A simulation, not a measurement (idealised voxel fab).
process module | voxel self aligned contacts
cross-section cut | 175 nm wide | cells 5 nm
A cross-section is a grid of square cells, given in bands from the top down. A band is one or more rows of cells.
Each band's line starts with the height of the band's top and of its bottom, in nm. Then come its materials from left to right, each with its width in nm. One material with "throughout" fills the band from edge to edge. "air" is empty space.
Height 0 is the level under which the wafer as received is all one material. The lowest band goes on downwards, as in "0 down".
A width such as "30 to 40" changes by the same amount from each row of cells to the next, from the band's top row to its bottom row.
"no change" after a step means that no cell of the cross-section changed.
closed voids: empty space of 8 cells or more with no open way to the top, each as width x height at its distance from the left edge, in nm
after a step's settings: what the simulator itself notes on the step
overlay nm, on a step with a mask: how far to the right of its planned place the mask lay; to the left if negative
plan
1 op RECEIVE | material Si
2 op CONFORMAL_DEP | material SiO2 | thk nm 5
3 op DIRECTIONAL_DEP | material polySi | thk nm 25
4 op DIRECTIONAL_DEP | material SiN | thk nm 15
5 op DIRECTIONAL_DEP | material aC | thk nm 10
6 op PATTERN | tone cover | mask id GATE | material resist | width nm 25 | pitch nm 60 | thk nm 25 | overlay nm 0
7 op DIRECTIONAL_ETCH | etch materials aC | depth nm 10
8 op STRIP | etch materials resist
9 op DIRECTIONAL_ETCH | etch materials SiN | depth nm 15
10 op DIRECTIONAL_ETCH | etch materials polySi | depth nm 25
11 op STRIP | etch materials aC
12 op CONFORMAL_DEP | material SiN | thk nm 5
13 op DIRECTIONAL_ETCH | etch materials SiN | depth nm 5
14 op FILL_DEP | material SiO2 | thk nm 15
15 op CMP | height nm 50
16 op MASKED_ETCH | tone open | mask id CONTACT | width nm 45 | etch materials SiO2 | depth nm 50 | overlay nm 0
17 op CONFORMAL_DEP | material TiN | thk nm 5
18 op FILL_DEP | material W | thk nm 5
19 op CMP | height nm 50
20 op CONFORMAL_DEP | material SiCN | thk nm 5
as received, after step 1
  0 down: Si throughout
  closed voids: none
a wafer at the end: this start, this plan, one mistake
  55 to 50: SiCN throughout
  50 to 45: SiO2 65 | TiN 15 | W 15 | TiN 15 | SiO2 65
  45 to 30: SiO2 40 | SiN 35 | TiN 5 | W 15 | TiN 5 | SiN 35 | SiO2 40
  30 to 15: SiO2 40 | SiN 5 | polySi 25 | SiN 5 | TiN 5 | W 15 | TiN 5 | SiN 5 | polySi 25 | SiN 5 | SiO2 40
  15 to 10: SiO2 40 | SiN 5 | polySi 25 | SiN 5 | TiN 25 | SiN 5 | polySi 25 | SiN 5 | SiO2 40
  10 to 5: SiN 45 | polySi 25 | SiN 35 | polySi 25 | SiN 45
  5 to 0: SiO2 throughout
  0 down: Si throughout
  closed voids: none
what went wrong: steps 12 and 13 were swapped
